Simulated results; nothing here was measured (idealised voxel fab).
Process module name: voxel gate over fins
Cross-sectional view cut (width: 225 nm; square cell size: 5 nm).
Cross-section spec: square-cell grid; bands listed top down; each band is one or more rows.
This entry defines a band. It first specifies the height of the band's top and the height of its bottom in nm, and then specifies the band's materials from left to right, stating each material with its width in nm. The word "everywhere" identifies a single material that fills the band from edge to edge, while the word "blank" identifies empty space.
Below 0: as-received wafer, all one material; heights counted from there. Lowest band: no bottom, goes on down, written "0 -> down".
The two numbers in a width such as "30..40" mark its ends across the band: the first belongs to the top row of cells, the second to the bottom row, and from each row to the next the width moves by the same amount.
Reading "no modification" for a step: not a cell of the cross-section changed in it.
"Closed void list" - sealed voids, min. 8 cells, no opening to top; format: width x height at distance (distance from left edge; nm throughout).
On each step's line, the part that comes after the settings is the simulator's own comment on the step.
"overlay nm" denotes, for a step that has a mask, the displacement of the mask to the right of its planned place, with negative values corresponding to the left.

List of planned process steps:
1: RECEIVE: material Si
2: CONFORMAL_DEP: material SiN, thk nm 10
3: PATTERN: tone cover, mask id FINS, material resist, width nm 15, pitch nm 45, thk nm 15, overlay nm 0
4: DIRECTIONAL_ETCH: etch materials SiN, depth nm 10
5: DIRECTIONAL_ETCH: etch materials Si, depth nm 30
6: STRIP: etch materials resist
7: OXIDIZE: depth nm 5
8: FILL_DEP: material SiO2, thk nm 5
9: CMP: height nm 10
10: SELECTIVE_ETCH: etch materials SiO2, depth nm 25
11: STRIP: etch materials SiN
12: CONFORMAL_DEP: material HfO2, thk nm 5
13: CONFORMAL_DEP: material TiN, thk nm 5
14: CONFORMAL_DEP: material TiAl, thk nm 5
15: CONFORMAL_DEP: material TiN, thk nm 5
16: FILL_DEP: material W, thk nm 10
17: CMP: height nm 25
18: CONFORMAL_DEP: material SiCN, thk nm 5

First of the two wafers, run per plan:

As-received wafer cross-section (after step 1):
0 -> down  Si everywhere
Closed void list: none

Cross-sectional representation of the wafer at the conclusion of step 2:
10 -> 0  SiN everywhere
No changes below 0.

Cross-sectional representation of the wafer at the conclusion of step 3:
25 -> 10  80 nm blank | 15 nm resist | 30 nm blank | 15 nm resist | 85 nm blank
No changes below 10.

Cross-sectional representation of the wafer at the conclusion of step 4:
25 -> 10  80 nm blank | 15 nm resist | 30 nm blank | 15 nm resist | 85 nm blank
10 -> 0  80 nm blank | 15 nm SiN | 30 nm blank | 15 nm SiN | 85 nm blank
No changes below 0.

Cross-sectional representation of the wafer at the conclusion of step 5:
25 -> 10  80 nm blank | 15 nm resist | 30 nm blank | 15 nm resist | 85 nm blank
10 -> 0  80 nm blank | 15 nm SiN | 30 nm blank | 15 nm SiN | 85 nm blank
0 -> -30  80 nm blank | 15 nm Si | 30 nm blank | 15 nm Si | 85 nm blank
No changes below -30.

Cross-sectional representation of the wafer at the conclusion of step 6:
10 -> 0  80 nm blank | 15 nm SiN | 30 nm blank | 15 nm SiN | 85 nm blank
No changes below 0.

Cross-sectional representation of the wafer at the conclusion of step 7:
10 -> 0  80 nm blank | 15 nm SiN | 30 nm blank | 15 nm SiN | 85 nm blank
0 -> -30  80 nm blank | 5 nm SiO2 | 5 nm Si | 5 nm SiO2 | 30 nm blank | 5 nm SiO2 | 5 nm Si | 5 nm SiO2 | 85 nm blank
-30 -> -35  85 nm SiO2 | 5 nm Si | 40 nm SiO2 | 5 nm Si | 90 nm SiO2
No changes below -35.

Cross-sectional representation of the wafer at the conclusion of step 8:
15 -> 10  SiO2 everywhere
10 -> 0  80 nm SiO2 | 15 nm SiN | 30 nm SiO2 | 15 nm SiN | 85 nm SiO2
0 -> -35  85 nm SiO2 | 5 nm Si | 40 nm SiO2 | 5 nm Si | 90 nm SiO2
No changes below -35.

Cross-sectional representation of the wafer at the conclusion of step 9:
10 -> 0  80 nm SiO2 | 15 nm SiN | 30 nm SiO2 | 15 nm SiN | 85 nm SiO2
No changes below 0.

Cross-sectional representation of the wafer at the conclusion of step 10:
10 -> 0  80 nm blank | 15 nm SiN | 30 nm blank | 15 nm SiN | 85 nm blank
0 -> -15  85 nm blank | 5 nm Si | 40 nm blank | 5 nm Si | 90 nm blank
No changes below -15.

Cross-sectional representation of the wafer at the conclusion of step 11:
0 -> -15  85 nm blank | 5 nm Si | 40 nm blank | 5 nm Si | 90 nm blank
No changes below -15.

Cross-sectional representation of the wafer at the conclusion of step 12:
5 -> 0  80 nm blank | 15 nm HfO2 | 30 nm blank | 15 nm HfO2 | 85 nm blank
0 -> -10  80 nm blank | 5 nm HfO2 | 5 nm Si | 5 nm HfO2 | 30 nm blank | 5 nm HfO2 | 5 nm Si | 5 nm HfO2 | 85 nm blank
-10 -> -15  85 nm HfO2 | 5 nm Si | 40 nm HfO2 | 5 nm Si | 90 nm HfO2
No changes below -15.

Cross-sectional representation of the wafer at the conclusion of step 13:
10 -> 5  75 nm blank | 25 nm TiN | 20 nm blank | 25 nm TiN | 80 nm blank
5 -> 0  75 nm blank | 5 nm TiN | 15 nm HfO2 | 5 nm TiN | 20 nm blank | 5 nm TiN | 15 nm HfO2 | 5 nm TiN | 80 nm blank
0 -> -5  75 nm blank | 5 nm TiN | 5 nm HfO2 | 5 nm Si | 5 nm HfO2 | 5 nm TiN | 20 nm blank | 5 nm TiN | 5 nm HfO2 | 5 nm Si | 5 nm HfO2 | 5 nm TiN | 80 nm blank
-5 -> -10  80 nm TiN | 5 nm HfO2 | 5 nm Si | 5 nm HfO2 | 30 nm TiN | 5 nm HfO2 | 5 nm Si | 5 nm HfO2 | 85 nm TiN
No changes below -10.

Cross-sectional representation of the wafer at the conclusion of step 14:
15 -> 10  70 nm blank | 35 nm TiAl | 10 nm blank | 35 nm TiAl | 75 nm blank
10 -> 5  70 nm blank | 5 nm TiAl | 25 nm TiN | 5 nm TiAl | 10 nm blank | 5 nm TiAl | 25 nm TiN | 5 nm TiAl | 75 nm blank
5 -> 0  70 nm blank | 5 nm TiAl | 5 nm TiN | 15 nm HfO2 | 5 nm TiN | 5 nm TiAl | 10 nm blank | 5 nm TiAl | 5 nm TiN | 15 nm HfO2 | 5 nm TiN | 5 nm TiAl | 75 nm blank
0 -> -5  75 nm TiAl | 5 nm TiN | 5 nm HfO2 | 5 nm Si | 5 nm HfO2 | 5 nm TiN | 20 nm TiAl | 5 nm TiN | 5 nm HfO2 | 5 nm Si | 5 nm HfO2 | 5 nm TiN | 80 nm TiAl
No changes below -5.

Cross-sectional representation of the wafer at the conclusion of step 15:
20 -> 15  65 nm blank | 90 nm TiN | 70 nm blank
15 -> 10  65 nm blank | 5 nm TiN | 35 nm TiAl | 10 nm TiN | 35 nm TiAl | 5 nm TiN | 70 nm blank
10 -> 5  65 nm blank | 5 nm TiN | 5 nm TiAl | 25 nm TiN | 5 nm TiAl | 10 nm TiN | 5 nm TiAl | 25 nm TiN | 5 nm TiAl | 5 nm TiN | 70 nm blank
5 -> 0  70 nm TiN | 5 nm TiAl | 5 nm TiN | 15 nm HfO2 | 5 nm TiN | 5 nm TiAl | 10 nm TiN | 5 nm TiAl | 5 nm TiN | 15 nm HfO2 | 5 nm TiN | 5 nm TiAl | 75 nm TiN
No changes below 0.

Cross-sectional representation of the wafer at the conclusion of step 16:
30 -> 20  W everywhere
20 -> 15  65 nm W | 90 nm TiN | 70 nm W
15 -> 10  65 nm W | 5 nm TiN | 35 nm TiAl | 10 nm TiN | 35 nm TiAl | 5 nm TiN | 70 nm W
10 -> 5  65 nm W | 5 nm TiN | 5 nm TiAl | 25 nm TiN | 5 nm TiAl | 10 nm TiN | 5 nm TiAl | 25 nm TiN | 5 nm TiAl | 5 nm TiN | 70 nm W
No changes below 5.

Cross-sectional representation of the wafer at the conclusion of step 17:
25 -> 20  W everywhere
No changes below 20.

Cross-sectional representation of the wafer at the conclusion of step 18:
30 -> 25  SiCN everywhere
No changes below 25.

Wafer two of the pair: same origin, same plan, one error during the run; identical to wafer one up to and including step 2:

Second wafer cross-section, taken as of the time the plan sets for step 3 to be done:
25 -> 10  75 nm blank | 25 nm resist | 20 nm blank | 25 nm resist | 80 nm blank
No changes below 10.

Second wafer cross-section, taken as of the time the plan sets for step 4 to be done:
25 -> 10  75 nm blank | 25 nm resist | 20 nm blank | 25 nm resist | 80 nm blank
10 -> 0  75 nm blank | 25 nm SiN | 20 nm blank | 25 nm SiN | 80 nm blank
No changes below 0.

Second wafer cross-section, taken as of the time the plan sets for step 5 to be done:
25 -> 10  75 nm blank | 25 nm resist | 20 nm blank | 25 nm resist | 80 nm blank
10 -> 0  75 nm blank | 25 nm SiN | 20 nm blank | 25 nm SiN | 80 nm blank
0 -> -30  75 nm blank | 25 nm Si | 20 nm blank | 25 nm Si | 80 nm blank
No changes below -30.

Second wafer cross-section, taken as of the time the plan sets for step 6 to be done:
10 -> 0  75 nm blank | 25 nm SiN | 20 nm blank | 25 nm SiN | 80 nm blank
No changes below 0.

Second wafer cross-section, taken as of the time the plan sets for step 7 to be done:
10 -> 0  75 nm blank | 25 nm SiN | 20 nm blank | 25 nm SiN | 80 nm blank
0 -> -30  75 nm blank | 5 nm SiO2 | 15 nm Si | 5 nm SiO2 | 20 nm blank | 5 nm SiO2 | 15 nm Si | 5 nm SiO2 | 80 nm blank
-30 -> -35  80 nm SiO2 | 15 nm Si | 30 nm SiO2 | 15 nm Si | 85 nm SiO2
No changes below -35.

Second wafer cross-section, taken as of the time the plan sets for step 8 to be done:
15 -> 10  SiO2 everywhere
10 -> 0  75 nm SiO2 | 25 nm SiN | 20 nm SiO2 | 25 nm SiN | 80 nm SiO2
0 -> -35  80 nm SiO2 | 15 nm Si | 30 nm SiO2 | 15 nm Si | 85 nm SiO2
No changes below -35.

Second wafer cross-section, taken as of the time the plan sets for step 9 to be done:
10 -> 0  75 nm SiO2 | 25 nm SiN | 20 nm SiO2 | 25 nm SiN | 80 nm SiO2
No changes below 0.

Second wafer cross-section, taken as of the time the plan sets for step 10 to be done:
10 -> 0  75 nm blank | 25 nm SiN | 20 nm blank | 25 nm SiN | 80 nm blank
0 -> -15  80 nm blank | 15 nm Si | 30 nm blank | 15 nm Si | 85 nm blank
No changes below -15.

Second wafer cross-section, taken as of the time the plan sets for step 11 to be done:
0 -> -15  80 nm blank | 15 nm Si | 30 nm blank | 15 nm Si | 85 nm blank
No changes below -15.

Second wafer cross-section, taken as of the time the plan sets for step 12 to be done:
5 -> 0  75 nm blank | 25 nm HfO2 | 20 nm blank | 25 nm HfO2 | 80 nm blank
0 -> -10  75 nm blank | 5 nm HfO2 | 15 nm Si | 5 nm HfO2 | 20 nm blank | 5 nm HfO2 | 15 nm Si | 5 nm HfO2 | 80 nm blank
-10 -> -15  80 nm HfO2 | 15 nm Si | 30 nm HfO2 | 15 nm Si | 85 nm HfO2
No changes below -15.

Second wafer cross-section, taken as of the time the plan sets for step 13 to be done:
10 -> 5  70 nm blank | 35 nm TiN | 10 nm blank | 35 nm TiN | 75 nm blank
5 -> 0  70 nm blank | 5 nm TiN | 25 nm HfO2 | 5 nm TiN | 10 nm blank | 5 nm TiN | 25 nm HfO2 | 5 nm TiN | 75 nm blank
0 -> -5  70 nm blank | 5 nm TiN | 5 nm HfO2 | 15 nm Si | 5 nm HfO2 | 5 nm TiN | 10 nm blank | 5 nm TiN | 5 nm HfO2 | 15 nm Si | 5 nm HfO2 | 5 nm TiN | 75 nm blank
-5 -> -10  75 nm TiN | 5 nm HfO2 | 15 nm Si | 5 nm HfO2 | 20 nm TiN | 5 nm HfO2 | 15 nm Si | 5 nm HfO2 | 80 nm TiN
No changes below -10.

Second wafer cross-section, taken as of the time the plan sets for step 14 to be done:
15 -> 10  65 nm blank | 90 nm TiAl | 70 nm blank
10 -> 5  65 nm blank | 5 nm TiAl | 35 nm TiN | 10 nm TiAl | 35 nm TiN | 5 nm TiAl | 70 nm blank
5 -> 0  65 nm blank | 5 nm TiAl | 5 nm TiN | 25 nm HfO2 | 5 nm TiN | 10 nm TiAl | 5 nm TiN | 25 nm HfO2 | 5 nm TiN | 5 nm TiAl | 70 nm blank
0 -> -5  70 nm TiAl | 5 nm TiN | 5 nm HfO2 | 15 nm Si | 5 nm HfO2 | 5 nm TiN | 10 nm TiAl | 5 nm TiN | 5 nm HfO2 | 15 nm Si | 5 nm HfO2 | 5 nm TiN | 75 nm TiAl
No changes below -5.

Second wafer cross-section, taken as of the time the plan sets for step 15 to be done:
20 -> 15  60 nm blank | 100 nm TiN | 65 nm blank
15 -> 10  60 nm blank | 5 nm TiN | 90 nm TiAl | 5 nm TiN | 65 nm blank
10 -> 5  60 nm blank | 5 nm TiN | 5 nm TiAl | 35 nm TiN | 10 nm TiAl | 35 nm TiN | 5 nm TiAl | 5 nm TiN | 65 nm blank
5 -> 0  65 nm TiN | 5 nm TiAl | 5 nm TiN | 25 nm HfO2 | 5 nm TiN | 10 nm TiAl | 5 nm TiN | 25 nm HfO2 | 5 nm TiN | 5 nm TiAl | 70 nm TiN
No changes below 0.

Second wafer cross-section, taken as of the time the plan sets for step 16 to be done:
30 -> 20  W everywhere
20 -> 15  60 nm W | 100 nm TiN | 65 nm W
15 -> 10  60 nm W | 5 nm TiN | 90 nm TiAl | 5 nm TiN | 65 nm W
10 -> 5  60 nm W | 5 nm TiN | 5 nm TiAl | 35 nm TiN | 10 nm TiAl | 35 nm TiN | 5 nm TiAl | 5 nm TiN | 65 nm W
No changes below 5.

Second wafer cross-section, taken as of the time the plan sets for step 17 to be done:
25 -> 20  W everywhere
No changes below 20.

Second wafer cross-section, taken as of the time the plan sets for step 18 to be done:
30 -> 25  SiCN everywhere
No changes below 25.
It is concluded that the wafer was processed incorrectly with respect to the plan, in that step 3 off recipe, ran as PATTERN: tone cover, mask id FINS, material resist, width nm 25, pitch nm 45, thk nm 15, overlay nm 0
Final difference in cells, second wafer against first, listed per material as more or fewer: Si: 28 more; SiO2: 16 fewer; TiN: 6 fewer; W: 6 fewer
